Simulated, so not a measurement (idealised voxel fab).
The process module presented herein is designated voxel wiring stack.
It is cross-section cut that appears here, measuring 215 nm in width, its square cells being 5 nm in size.
Think of the cross-section as a grid of square cells. We describe it in bands, top to bottom, and each band covers one or more rows of those cells. A band entry consists of two parts. The first gives the height of the band's top and the height of its bottom, in nm. The rest lists the band's materials from left to right, each with its width in nm. A single material labelled with the word "all across" fills the band from edge to edge, and the word "air" marks empty space. Zero point of the height axis is 0; under it, received wafer = one material. Lowest band: continues down indefinitely, "z 0 and below". The notation "30->40" denotes a width that varies across the rows of cells in the band, beginning at the first number in the top row, finishing at the second number in the bottom row, and changing by an identical amount from each row to the next. When a step is marked "no alteration", none of the cells in the cross-section changed during that step. "Closed void roster" specifies each empty space that is not open to the top and that occupies no fewer than 8 cells, using the form width x height at distance, the distance measured from the left edge and all three quantities in nm. What comes after the settings on a step's line is commentary from the simulator itself on that step. overlay nm: on a step with a mask, how far right of its planned place the mask lay; negative means left.

### The planned process steps are enumerated hereunder
1,RECEIVE,material Si
2,CONFORMAL_DEP,material SiO2,thk nm 15
3,CONFORMAL_DEP,material SiCN,thk nm 5
4,DIRECTIONAL_DEP,material SiO2,thk nm 25
5,PATTERN,tone open,mask id METAL_1,material resist,width nm 20,pitch nm 45,thk nm 15,overlay nm 0
6,DIRECTIONAL_ETCH,etch materials SiO2,depth nm 25
7,DIRECTIONAL_ETCH,etch materials SiCN,depth nm 5
8,STRIP,etch materials resist
9,CONFORMAL_DEP,material TiN,thk nm 5
10,FILL_DEP,material W,thk nm 10
11,CMP,height nm 45
12,CONFORMAL_DEP,material SiCN,thk nm 5
13,DIRECTIONAL_DEP,material lowk,thk nm 10
14,PATTERN,tone open,mask id PLUG_1,material resist,width nm 15,pitch nm 90,thk nm 20,overlay nm 0
15,DIRECTIONAL_ETCH,etch materials lowk,depth nm 10
16,DIRECTIONAL_ETCH,etch materials SiCN,depth nm 5
17,STRIP,etch materials resist
18,CONFORMAL_DEP,material TiN,thk nm 5
19,FILL_DEP,material Cu,thk nm 5
20,CMP,height nm 60
21,CONFORMAL_DEP,material SiCN,thk nm 5
22,DIRECTIONAL_DEP,material lowk,thk nm 20
23,DIRECTIONAL_DEP,material aC,thk nm 15
24,PATTERN,tone open,mask id METAL_2,material resist,width nm 20,pitch nm 45,thk nm 30,overlay nm -15
25,DIRECTIONAL_ETCH,etch materials aC,depth nm 15
26,STRIP,etch materials resist
27,DIRECTIONAL_ETCH,etch materials lowk,depth nm 20
28,DIRECTIONAL_ETCH,etch materials SiCN,depth nm 5
29,STRIP,etch materials aC
30,CONFORMAL_DEP,material TiN,thk nm 5
31,FILL_DEP,material Ru,thk nm 10
32,CMP,height nm 85
33,CONFORMAL_DEP,material SiCN,thk nm 5
34,DIRECTIONAL_DEP,material SiO2,thk nm 30
35,PATTERN,tone open,mask id METAL_3,material resist,width nm 20,pitch nm 45,thk nm 20,overlay nm 0
36,DIRECTIONAL_ETCH,etch materials SiO2,depth nm 20
37,STRIP,etch materials resist
38,MASKED_ETCH,tone open,mask id METAL_3_HOLES,width nm 15,pitch nm 90,etch materials SiO2,depth nm 10,overlay nm 0
39,MASKED_ETCH,tone open,mask id METAL_3_HOLES,width nm 15,pitch nm 90,etch materials SiCN,depth nm 5,overlay nm 0
40,CONFORMAL_DEP,material TiN,thk nm 5
41,FILL_DEP,material Cu,thk nm 5
42,CMP,height nm 120
43,CONFORMAL_DEP,material SiCN,thk nm 5
The wafers are alike at the start. At step 24, their overlay nm differs. The plan lists the first wafer's value.

### The first of several wafers, as received after step 1, seen in section
* z 0 and below: Si all across
* Closed void roster: none

### Note: the following table is arranged by wafer, a row apiece. Each row reports the end-of-module state: per material, cells gained (+) or cells lost (-) compared with the wafer as received; closed voids follow
overlay nm -15 | +28 Cu | +24 Ru | +179 SiCN | +482 SiO2 | +134 TiN | +30 W | +198 lowk | Closed void roster: none
overlay nm -10 | +28 Cu | +24 Ru | +179 SiCN | +482 SiO2 | +134 TiN | +30 W | +198 lowk | Closed void roster: none
overlay nm -5 | +28 Cu | +24 Ru | +179 SiCN | +482 SiO2 | +134 TiN | +30 W | +198 lowk | Closed void roster: none
overlay nm 0 | +28 Cu | +24 Ru | +179 SiCN | +482 SiO2 | +134 TiN | +30 W | +198 lowk | Closed void roster: none
overlay nm 5 | +28 Cu | +24 Ru | +179 SiCN | +482 SiO2 | +134 TiN | +30 W | +198 lowk | Closed void roster: none
overlay nm 10 | +28 Cu | +24 Ru | +179 SiCN | +482 SiO2 | +134 TiN | +30 W | +198 lowk | Closed void roster: none
overlay nm 15 | +28 Cu | +24 Ru | +179 SiCN | +482 SiO2 | +134 TiN | +30 W | +198 lowk | Closed void roster: none
